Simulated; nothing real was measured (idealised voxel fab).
The following is a process module called voxel self aligned vias.
Cross-sectional view cut (width: 200 nm; square cell size: 5 nm).
Notation: cross-section as square-cell grid; stated in bands, top first, going down; one or more cell rows per band. In this notation a band is specified by the heights of its top and bottom, in that order and in nm, after which its materials appear from left to right, each paired with its width in nm. The word "everywhere" attached to a single material means that material fills the band from edge to edge; the word "air" stands for empty space. Height reference: 0 = level under which incoming wafer is all one material. Lowest band: no bottom, runs on downward, e.g. "0 nm and below". The expression "30 to 40" gives the width at the extremes of the band, the first number at its top row of cells and the second at its bottom row, with the width changing by equal amounts from each row to the next in between. What does "nothing altered" mean for a step? It means no cell of the cross-section changed in that step. "Trapped voids" means: voids of 8 cells or more that are shut off from the top with no open way through. Written width x height at distance, distance from the left edge, in nm. Where a step's line continues beyond its settings, the continuation is a remark by the simulator itself on that step. Among the settings permitted on a step's line is "overlay nm"; applied to a step with a mask, it specifies the extent to which the mask lay to the right of its planned position, whereas a negative figure signifies a position to the left.
### The process steps that were planned are listed below
1,RECEIVE,material Si
2,CONFORMAL_DEP,material SiO2,thk nm 10
3,CONFORMAL_DEP,material SiCN,thk nm 5
4,DIRECTIONAL_DEP,material SiO2,thk nm 20
5,MASKED_ETCH,tone open,mask id LINES,width nm 30,pitch nm 75,etch materials SiO2,depth nm 20,overlay nm 0
6,CONFORMAL_DEP,material TiN,thk nm 5
7,FILL_DEP,material Ru,thk nm 5
8,CMP,height nm 35
9,SELECTIVE_ETCH,etch materials W Ru TiN,depth nm 5
10,FILL_DEP,material SiN,thk nm 5
11,CMP,height nm 35
12,DIRECTIONAL_DEP,material SiO2,thk nm 20
13,MASKED_ETCH,tone open,mask id VIAS,width nm 50,pitch nm 75,etch materials SiO2,depth nm 20,overlay nm 0
14,MASKED_ETCH,tone open,mask id VIAS,width nm 50,pitch nm 75,etch materials SiN,depth nm 5,overlay nm 0
15,CONFORMAL_DEP,material TiN,thk nm 5
16,FILL_DEP,material W,thk nm 5
17,CMP,height nm 55
18,CONFORMAL_DEP,material SiN,thk nm 5
### The first wafer of two, processed as planned
### The cross-section here shows the wafer as received, i.e. in its state after step 1
* 0 nm and below  Si everywhere
* Trapped voids: none
### Once step 2 is through, the wafer looks like this in cross-section
* 10 nm to 0 nm  SiO2 everywhere
* Lower than 0, everything is as it was.
### Once step 3 is through, the wafer looks like this in cross-section
* 15 nm to 10 nm  SiCN everywhere
* Lower than 10, everything is as it was.
### Once step 4 is through, the wafer looks like this in cross-section
* 35 nm to 15 nm  SiO2 everywhere
* Lower than 15, everything is as it was.
### Once step 5 is through, the wafer looks like this in cross-section
* 35 nm to 15 nm  SiO2: 45  air: 30  SiO2: 45  air: 30  SiO2: 50
* Lower than 15, everything is as it was.
### Once step 6 is through, the wafer looks like this in cross-section
* 40 nm to 35 nm  TiN: 50  air: 20  TiN: 55  air: 20  TiN: 55
* 35 nm to 20 nm  SiO2: 45  TiN: 5  air: 20  TiN: 5  SiO2: 45  TiN: 5  air: 20  TiN: 5  SiO2: 50
* 20 nm to 15 nm  SiO2: 45  TiN: 30  SiO2: 45  TiN: 30  SiO2: 50
* Lower than 15, everything is as it was.
### Once step 7 is through, the wafer looks like this in cross-section
* 45 nm to 40 nm  Ru everywhere
* 40 nm to 35 nm  TiN: 50  Ru: 20  TiN: 55  Ru: 20  TiN: 55
* 35 nm to 20 nm  SiO2: 45  TiN: 5  Ru: 20  TiN: 5  SiO2: 45  TiN: 5  Ru: 20  TiN: 5  SiO2: 50
* Lower than 20, everything is as it was.
### Once step 8 is through, the wafer looks like this in cross-section
* 35 nm to 20 nm  SiO2: 45  TiN: 5  Ru: 20  TiN: 5  SiO2: 45  TiN: 5  Ru: 20  TiN: 5  SiO2: 50
* Lower than 20, everything is as it was.
### Once step 9 is through, the wafer looks like this in cross-section
* 35 nm to 30 nm  SiO2: 45  air: 30  SiO2: 45  air: 30  SiO2: 50
* Lower than 30, everything is as it was.
### Once step 10 is through, the wafer looks like this in cross-section
* 40 nm to 35 nm  SiN everywhere
* 35 nm to 30 nm  SiO2: 45  SiN: 30  SiO2: 45  SiN: 30  SiO2: 50
* Lower than 30, everything is as it was.
### Once step 11 is through, the wafer looks like this in cross-section
* 35 nm to 30 nm  SiO2: 45  SiN: 30  SiO2: 45  SiN: 30  SiO2: 50
* Lower than 30, everything is as it was.
### Once step 12 is through, the wafer looks like this in cross-section
* 55 nm to 35 nm  SiO2 everywhere
* Lower than 35, everything is as it was.
### Once step 13 is through, the wafer looks like this in cross-section
* 55 nm to 35 nm  SiO2: 35  air: 50  SiO2: 25  air: 50  SiO2: 40
* Lower than 35, everything is as it was.
### Once step 14 is through, the wafer looks like this in cross-section
* 55 nm to 35 nm  SiO2: 35  air: 50  SiO2: 25  air: 50  SiO2: 40
* 35 nm to 30 nm  SiO2: 45  air: 30  SiO2: 45  air: 30  SiO2: 50
* Lower than 30, everything is as it was.
### Once step 15 is through, the wafer looks like this in cross-section
* 60 nm to 55 nm  TiN: 40  air: 40  TiN: 35  air: 40  TiN: 45
* 55 nm to 40 nm  SiO2: 35  TiN: 5  air: 40  TiN: 5  SiO2: 25  TiN: 5  air: 40  TiN: 5  SiO2: 40
* 40 nm to 35 nm  SiO2: 35  TiN: 15  air: 20  TiN: 15  SiO2: 25  TiN: 15  air: 20  TiN: 15  SiO2: 40
* 35 nm to 30 nm  SiO2: 45  TiN: 30  SiO2: 45  TiN: 30  SiO2: 50
* Lower than 30, everything is as it was.
### Once step 16 is through, the wafer looks like this in cross-section
* 65 nm to 60 nm  W everywhere
* 60 nm to 55 nm  TiN: 40  W: 40  TiN: 35  W: 40  TiN: 45
* 55 nm to 40 nm  SiO2: 35  TiN: 5  W: 40  TiN: 5  SiO2: 25  TiN: 5  W: 40  TiN: 5  SiO2: 40
* 40 nm to 35 nm  SiO2: 35  TiN: 15  W: 20  TiN: 15  SiO2: 25  TiN: 15  W: 20  TiN: 15  SiO2: 40
* Lower than 35, everything is as it was.
### Once step 17 is through, the wafer looks like this in cross-section
* 55 nm to 40 nm  SiO2: 35  TiN: 5  W: 40  TiN: 5  SiO2: 25  TiN: 5  W: 40  TiN: 5  SiO2: 40
* Lower than 40, everything is as it was.
### Once step 18 is through, the wafer looks like this in cross-section
* 60 nm to 55 nm  SiN everywhere
* Lower than 55, everything is as it was.
### It is to be noted that the second wafer proceeded from the same initial state and according to the same plan as the first, although one mistake was committed in its execution; through step 12, inclusive, the two wafers share an identical history
### Second wafer, cross-section, planned end of step 13
* 55 nm to 35 nm  SiO2: 35  air: 50  SiO2: 25  air: 50  SiO2: 40
* 35 nm to 30 nm  SiO2: 35  air: 10  SiN: 30  air: 10  SiO2: 25  air: 10  SiN: 30  air: 10  SiO2: 40
* 30 nm to 25 nm  SiO2: 35  air: 10  TiN: 5  Ru: 20  TiN: 5  air: 10  SiO2: 25  air: 10  TiN: 5  Ru: 20  TiN: 5  air: 10  SiO2: 40
* Lower than 25, everything is as it was.
### Second wafer, cross-section, planned end of step 14
* 55 nm to 30 nm  SiO2: 35  air: 50  SiO2: 25  air: 50  SiO2: 40
* Lower than 30, everything is as it was.
### Second wafer, cross-section, planned end of step 15
* 60 nm to 55 nm  TiN: 40  air: 40  TiN: 35  air: 40  TiN: 45
* 55 nm to 35 nm  SiO2: 35  TiN: 5  air: 40  TiN: 5  SiO2: 25  TiN: 5  air: 40  TiN: 5  SiO2: 40
* 35 nm to 30 nm  SiO2: 35  TiN: 50  SiO2: 25  TiN: 50  SiO2: 40
* 30 nm to 20 nm  SiO2: 35 to 45  TiN: 15 to 5  Ru: 20  TiN: 15 to 5  SiO2: 25 to 45  TiN: 15 to 5  Ru: 20  TiN: 15 to 5  SiO2: 40 to 50
* Lower than 20, everything is as it was.
### Second wafer, cross-section, planned end of step 16
* 65 nm to 60 nm  W everywhere
* 60 nm to 55 nm  TiN: 40  W: 40  TiN: 35  W: 40  TiN: 45
* 55 nm to 35 nm  SiO2: 35  TiN: 5  W: 40  TiN: 5  SiO2: 25  TiN: 5  W: 40  TiN: 5  SiO2: 40
* Lower than 35, everything is as it was.
### Second wafer, cross-section, planned end of step 17
* 55 nm to 35 nm  SiO2: 35  TiN: 5  W: 40  TiN: 5  SiO2: 25  TiN: 5  W: 40  TiN: 5  SiO2: 40
* Lower than 35, everything is as it was.
### Second wafer, cross-section, planned end of step 18
* 60 nm to 55 nm  SiN everywhere
* Lower than 55, everything is as it was.
Misprocessing identified: note that step 13 departed from the planned setting and was carried out as MASKED_ETCH,tone open,mask id VIAS,width nm 50,pitch nm 75,etch materials SiO2,depth nm 30,overlay nm 0
Wrapping up, a cell-based count of both wafers puts the second over or under the first for these materials: SiO2 -16, TiN +8, W +8
